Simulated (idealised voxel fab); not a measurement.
The process module that follows is named voxel plated lines.
cross-section cut | 245 nm wide | cells 5 nm
Notation: cross-section as square-cell grid; stated in bands, top first, going down; one or more cell rows per band. The entry gives the band's vertical extent as a top height and a bottom height in nm, then its horizontal make-up as materials from left to right, each with a width in nm. "blank" stands for empty space; a single material marked "full width" fills the band edge to edge. Ref level 0: as-received wafer is one material below here. Bottom band extends down with no lower bound ("top 0, no bottom"). The two numbers in a width such as "30->40" mark its ends across the band: the first belongs to the top row of cells, the second to the bottom row, and from each row to the next the width moves by the same amount. No cell of the cross-section changed in a step that is given as "nothing altered". Enclosed voids (no open way to top), threshold 8 cells or more, entry "Voids, sealed", notation width x height at distance, distance from left edge, nm. after a step's settings: what the simulator itself notes on the step. Steps that use a mask can have "overlay nm" on their line. It says how far the mask sat to the right of where it was meant to be. Negative means to the left.

The following list gives the planned process steps
| 1 | RECEIVE, material Si |
| 2 | CONFORMAL_DEP, material SiO2, thk nm 5 |
| 3 | DIRECTIONAL_DEP, material TiN, thk nm 5 |
| 4 | PATTERN, tone open, mask id LINES, material resist, width nm 20, pitch nm 35, thk nm 40, overlay nm -15 |
| 5 | EPI, material Ru, thk nm 5 |
| 6 | EPI, material Ru, thk nm 5 |
| 7 | EPI, material Ru, thk nm 5 |
| 8 | STRIP, etch materials resist |
| 9 | DIRECTIONAL_ETCH, etch materials TiN, depth nm 5 |
| 10 | CONFORMAL_DEP, material SiCN, thk nm 10 |
Don't read the plan's overlay nm for step 4 as applying to every wafer: that's the first wafer's value, and the wafers differ in it, though they all start identical.

The first of several wafers, as received after step 1, seen in section
    top 0, no bottom  Si full width
    Voids, sealed: none

Here's the first of several wafers in cross-section, end of the module, after the last step, step 10
    top 35, bottom 25  50 blank, then 110 SiCN, then 85 blank
    top 25, bottom 15  50 blank, then 10 SiCN, then 20 Ru, then 15 SiCN, then 20 Ru, then 15 SiCN, then 20 Ru, then 10 SiCN, then 85 blank
    top 15, bottom 10  60 SiCN, then 20 Ru, then 15 SiCN, then 20 Ru, then 15 SiCN, then 20 Ru, then 95 SiCN
    top 10, bottom 5  60 SiCN, then 20 TiN, then 15 SiCN, then 20 TiN, then 15 SiCN, then 20 TiN, then 95 SiCN
    top 5, bottom 0  SiO2 full width
    top 0, no bottom  Si full width
    Voids, sealed: none

End of module, last wafer sectioned
    top 35, bottom 25  80 blank, then 110 SiCN, then 55 blank
    top 25, bottom 15  80 blank, then 10 SiCN, then 20 Ru, then 15 SiCN, then 20 Ru, then 15 SiCN, then 20 Ru, then 10 SiCN, then 55 blank
    top 15, bottom 10  90 SiCN, then 20 Ru, then 15 SiCN, then 20 Ru, then 15 SiCN, then 20 Ru, then 65 SiCN
    top 10, bottom 5  90 SiCN, then 20 TiN, then 15 SiCN, then 20 TiN, then 15 SiCN, then 20 TiN, then 65 SiCN
    top 5, bottom 0  SiO2 full width
    top 0, no bottom  Si full width
    Voids, sealed: none

Per wafer (row), end of module: delta in cells per material since receipt, (+) for gained, (-) for lost; closed voids after that
overlay nm -15; +36 Ru; +138 SiCN; +49 SiO2; +12 TiN; Voids, sealed: none
overlay nm -10; +36 Ru; +138 SiCN; +49 SiO2; +12 TiN; Voids, sealed: none
overlay nm -5; +36 Ru; +138 SiCN; +49 SiO2; +12 TiN; Voids, sealed: none
overlay nm 0; +36 Ru; +138 SiCN; +49 SiO2; +12 TiN; Voids, sealed: none
overlay nm 5; +36 Ru; +138 SiCN; +49 SiO2; +12 TiN; Voids, sealed: none
overlay nm 10; +36 Ru; +138 SiCN; +49 SiO2; +12 TiN; Voids, sealed: none
overlay nm 15; +36 Ru; +138 SiCN; +49 SiO2; +12 TiN; Voids, sealed: none
